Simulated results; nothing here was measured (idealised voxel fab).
Herein follows the process module entitled voxel capacitor over wiring.
Cross-sectional view cut (width: 210 nm; square cell size: 5 nm).
Just so we're on the same page, the cross-sections are grids of square cells, and they're listed out in bands top to bottom, each band one or more rows deep. For a band, the entry starts with two heights in nm, that of the top and then that of the bottom, and carries on with the band's materials in order from left to right, each alongside its width in nm; the word "all across" beside a single material means it fills the band edge to edge, and "empty" means empty space. For the purposes of this specification, 0 denotes the height below which the wafer in its as-received condition is composed wholly of one material, and the lowermost band, lacking a lower limit, extends downward without end, as expressed in "top 0, no bottom". A width such as "30 to 40" changes by the same amount from each row of cells to the next, from the band's top row to its bottom row. For the purposes of this document, the phrase "no change occurred" attached to a step denotes that no cell within the cross-section was modified by that step. You'll see "Unvented voids" listing empty spaces that have no way open to the top, as long as they're 8 cells or more; the notation is width x height at distance, where the distance is from the left edge, and all of it is in nm. Heads up: the bit after the settings on a step's line is the simulator's remark on that step. Among the settings permitted on a step's line is "overlay nm"; applied to a step with a mask, it specifies the extent to which the mask lay to the right of its planned position, whereas a negative figure signifies a position to the left.
### Steps in the process plan
- 1: RECEIVE [material Si]
- 2: CONFORMAL_DEP [material SiO2] [thk nm 10]
- 3: CONFORMAL_DEP [material SiCN] [thk nm 5]
- 4: DIRECTIONAL_DEP [material SiO2] [thk nm 15]
- 5: PATTERN [tone open] [mask id METAL_1] [material resist] [width nm 30] [pitch nm 95] [thk nm 20] [overlay nm 0]
- 6: DIRECTIONAL_ETCH [etch materials SiO2] [depth nm 15]
- 7: DIRECTIONAL_ETCH [etch materials SiCN] [depth nm 5]
- 8: STRIP [etch materials resist]
- 9: CONFORMAL_DEP [material TiN] [thk nm 5]
- 10: FILL_DEP [material Cu] [thk nm 5]
- 11: CMP [height nm 30]
- 12: CONFORMAL_DEP [material SiCN] [thk nm 5]
- 13: DIRECTIONAL_DEP [material lowk] [thk nm 20]
- 14: PATTERN [tone open] [mask id PLUG_1] [material resist] [width nm 15] [thk nm 15] [overlay nm 0]
- 15: DIRECTIONAL_ETCH [etch materials lowk] [depth nm 20]
- 16: DIRECTIONAL_ETCH [etch materials SiCN] [depth nm 5]
- 17: STRIP [etch materials resist]
- 18: EPI [material Ru] [thk nm 10]
- 19: EPI [material Ru] [thk nm 10]
- 20: EPI [material Ru] [thk nm 5]
- 21: DIRECTIONAL_DEP [material TiN] [thk nm 5]
- 22: DIRECTIONAL_DEP [material HfO2] [thk nm 5]
- 23: DIRECTIONAL_DEP [material TiN] [thk nm 5]
- 24: MASKED_ETCH [tone cover] [mask id UPPER_PLATE] [width nm 70] [etch materials TiN] [depth nm 5] [overlay nm 0]
- 25: MASKED_ETCH [tone cover] [mask id UPPER_PLATE] [width nm 70] [etch materials HfO2] [depth nm 5] [overlay nm 0]
- 26: MASKED_ETCH [tone cover] [mask id LOWER_PLATE] [width nm 80] [etch materials TiN] [depth nm 5] [overlay nm 0]
- 27: FILL_DEP [material SiO2] [thk nm 15]
- 28: CMP [height nm 80]
- 29: DIRECTIONAL_DEP [material aC] [thk nm 15]
- 30: PATTERN [tone open] [mask id PLUG_2] [material resist] [width nm 15] [thk nm 30] [overlay nm 0]
- 31: DIRECTIONAL_ETCH [etch materials aC] [depth nm 15]
- 32: STRIP [etch materials resist]
- 33: DIRECTIONAL_ETCH [etch materials SiO2] [depth nm 10]
- 34: STRIP [etch materials aC]
- 35: CONFORMAL_DEP [material TiN] [thk nm 5]
- 36: FILL_DEP [material W] [thk nm 5]
- 37: CMP [height nm 80]
- 38: CONFORMAL_DEP [material SiN] [thk nm 5]
### Cross-section: wafer on arrival = after step 1
- top 0, no bottom  Si all across
- Unvented voids: none
### End-of-module cross-section of the first of two wafers, processed as planned
- top 85, bottom 80  SiN all across
- top 80, bottom 75  SiO2: 65 / TiN: 5 / W: 5 / TiN: 5 / SiO2: 130
- top 75, bottom 65  SiO2: 65 to 55 / TiN: 15 to 70 / SiO2: 130 to 85
- top 65, bottom 60  SiO2: 55 / HfO2: 70 / SiO2: 85
- top 60, bottom 55  SiO2: 50 / TiN: 80 / SiO2: 80
- top 55, bottom 35  lowk: 55 / Ru: 15 / lowk: 140
- top 35, bottom 30  SiCN: 55 / Ru: 15 / SiCN: 140
- top 30, bottom 15  SiO2: 40 / TiN: 5 / Cu: 20 / TiN: 5 / SiO2: 65 / TiN: 5 / Cu: 20 / TiN: 5 / SiO2: 45
- top 15, bottom 10  SiCN: 40 / TiN: 30 / SiCN: 65 / TiN: 30 / SiCN: 45
- top 10, bottom 0  SiO2 all across
- top 0, no bottom  Si all across
- Unvented voids: none
### End-of-module cross-section of the second wafer: identical starting point and process plan to the first, with one processing mistake
- top 85, bottom 80  SiN all across
- top 80, bottom 75  SiO2: 65 / TiN: 5 / W: 5 / TiN: 5 / SiO2: 130
- top 75, bottom 65  SiO2: 65 to 55 / TiN: 15 to 70 / SiO2: 130 to 85
- top 65, bottom 60  SiO2: 55 / HfO2: 70 / SiO2: 85
- top 60, bottom 55  SiO2: 50 / TiN: 80 / SiO2: 80
- top 55, bottom 35  lowk: 55 / Ru: 15 / lowk: 140
- top 35, bottom 30  SiCN: 55 / Ru: 15 / SiCN: 140
- top 30, bottom 25  Cu all across
- top 25, bottom 20  TiN: 45 / Cu: 20 / TiN: 75 / Cu: 20 / TiN: 50
- top 20, bottom 5  SiO2: 40 / TiN: 5 / Cu: 20 / TiN: 5 / SiO2: 65 / TiN: 5 / Cu: 20 / TiN: 5 / SiO2: 45
- top 5, bottom 0  SiCN: 40 / TiN: 30 / SiCN: 65 / TiN: 30 / SiCN: 45
- top 0, no bottom  Si all across
- Unvented voids: none
Deviation from plan: with respect to the plan, step 2 was omitted and not executed
Upon completion, the second wafer contains, in terms of cells, a greater or smaller amount of certain materials than the first wafer: +50 Cu | -84 SiO2 | +34 TiN
